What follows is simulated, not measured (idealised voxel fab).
Herein follows the process module entitled voxel capacitor over wiring.
cross-section cut | 240 nm wide | cells 5 nm
When this document writes out a cross-section, it uses a grid of square cells and lists it as bands, beginning at the top and moving down, with a band standing for one or more rows of cells. A band entry consists of two parts. The first gives the height of the band's top and the height of its bottom, in nm. The rest lists the band's materials from left to right, each with its width in nm. A single material labelled with the word "everywhere" fills the band from edge to edge, and the word "air" marks empty space. Height datum 0, below which the as-received substrate wafer is one material. Lowest band open at the bottom, running downward: "0..down". Top row gets the first number, bottom row gets the second, and each row in between changes by the same step: that is how a band width like "30 to 40" works. Reading "stayed the same" for a step: not a cell of the cross-section changed in it. Closed-off voids of 8+ cells (no open route to the top) go in "Closed void catalog", written width x height at distance from the left edge, in nm. Where a step's line continues beyond its settings, the continuation is a remark by the simulator itself on that step. overlay nm: on a step with a mask, how far right of its planned place the mask lay; negative means left.

[Listed below are the process steps as planned]
1: RECEIVE (material Si)
2: CONFORMAL_DEP (material SiO2; thk nm 15)
3: CONFORMAL_DEP (material SiCN; thk nm 5)
4: DIRECTIONAL_DEP (material SiO2; thk nm 15)
5: PATTERN (tone open; mask id METAL_1; material resist; width nm 25; pitch nm 85; thk nm 15; overlay nm 0)
6: DIRECTIONAL_ETCH (etch materials SiO2; depth nm 15)
7: DIRECTIONAL_ETCH (etch materials SiCN; depth nm 5)
8: STRIP (etch materials resist)
9: CONFORMAL_DEP (material TiN; thk nm 5)
10: FILL_DEP (material Ru; thk nm 10)
11: CMP (height nm 35)
12: CONFORMAL_DEP (material SiCN; thk nm 5)
13: DIRECTIONAL_DEP (material lowk; thk nm 10)
14: PATTERN (tone open; mask id PLUG_1; material resist; width nm 15; thk nm 20; overlay nm 0)
15: DIRECTIONAL_ETCH (etch materials lowk; depth nm 10)
16: DIRECTIONAL_ETCH (etch materials SiCN; depth nm 5)
17: STRIP (etch materials resist)
18: EPI (material Ru; thk nm 10)
19: EPI (material Ru; thk nm 5)
20: DIRECTIONAL_DEP (material TiN; thk nm 5)
21: DIRECTIONAL_DEP (material Al2O3; thk nm 5)
22: DIRECTIONAL_DEP (material TiN; thk nm 5)
23: DIRECTIONAL_DEP (material aC; thk nm 15)
24: PATTERN (tone cover; mask id UPPER_PLATE; material resist; width nm 65; thk nm 30; overlay nm 0)
25: DIRECTIONAL_ETCH (etch materials aC; depth nm 15)
26: STRIP (etch materials resist)
27: DIRECTIONAL_ETCH (etch materials TiN; depth nm 5)
28: DIRECTIONAL_ETCH (etch materials Al2O3; depth nm 5)
29: STRIP (etch materials aC)
30: PATTERN (tone cover; mask id LOWER_PLATE; material resist; width nm 75; thk nm 20; overlay nm 0)
31: DIRECTIONAL_ETCH (etch materials TiN; depth nm 5)
32: STRIP (etch materials resist)
33: FILL_DEP (material SiO2; thk nm 15)
34: CMP (height nm 75)
35: DIRECTIONAL_DEP (material aC; thk nm 15)
36: PATTERN (tone open; mask id PLUG_2; material resist; width nm 15; thk nm 35; overlay nm 0)
37: DIRECTIONAL_ETCH (etch materials aC; depth nm 15)
38: STRIP (etch materials resist)
39: DIRECTIONAL_ETCH (etch materials SiO2; depth nm 10)
40: STRIP (etch materials aC)
41: CONFORMAL_DEP (material TiN; thk nm 5)
42: FILL_DEP (material W; thk nm 5)
43: CMP (height nm 75)
44: CONFORMAL_DEP (material SiCN; thk nm 5)

[Shown in cross-section is the wafer as received, that is, as it stands after step 1]
- 0..down: Si everywhere
- Closed void catalog: none

[First of two wafers, end-of-module section, run followed plan]
- 80..75: SiCN everywhere
- 75..70: SiO2=85 | TiN=5 | W=5 | TiN=5 | SiO2=140
- 70..60: SiO2=85 to 75 | TiN=15 to 65 | SiO2=140 to 100
- 60..55: SiO2=75 | Al2O3=65 | SiO2=100
- 55..50: SiO2=70 | TiN=75 | SiO2=95
- 50..40: lowk=75 | Ru=15 | lowk=150
- 40..35: SiCN=75 | Ru=15 | SiCN=150
- 35..20: SiO2=65 | TiN=5 | Ru=15 | TiN=5 | SiO2=60 | TiN=5 | Ru=15 | TiN=5 | SiO2=65
- 20..15: SiCN=65 | TiN=25 | SiCN=60 | TiN=25 | SiCN=65
- 15..0: SiO2 everywhere
- 0..down: Si everywhere
- Closed void catalog: none

[This cross-section belongs to the second wafer of two at the end of the module; the start and the plan were shared with the first, and the run included one mistake]
- 80..75: SiCN everywhere
- 75..70: SiO2=85 | TiN=5 | W=5 | TiN=5 | SiO2=140
- 70..65: SiO2=85 | TiN=15 | SiO2=140
- 65..60: SiO2=70 | TiN=5 | SiO2=65 | TiN=5 | SiO2=95
- 60..55: Al2O3=75 | SiO2=65 | Al2O3=100
- 55..50: TiN everywhere
- 50..40: lowk=75 | Ru=15 | lowk=150
- 40..35: SiCN=75 | Ru=15 | SiCN=150
- 35..20: SiO2=65 | TiN=5 | Ru=15 | TiN=5 | SiO2=60 | TiN=5 | Ru=15 | TiN=5 | SiO2=65
- 20..15: SiCN=65 | TiN=25 | SiCN=60 | TiN=25 | SiCN=65
- 15..0: SiO2 everywhere
- 0..down: Si everywhere
- Closed void catalog: none
The mistake made against the process plan was this: step 24, actual vs plan mismatch, actual run PATTERN (tone open; mask id UPPER_PLATE; material resist; width nm 65; thk nm 30; overlay nm 0)
Per the end-of-run cell counts, the second wafer holds more or fewer of some materials than the first: Al2O3: 22 more, SiO2: 44 fewer, TiN: 22 more
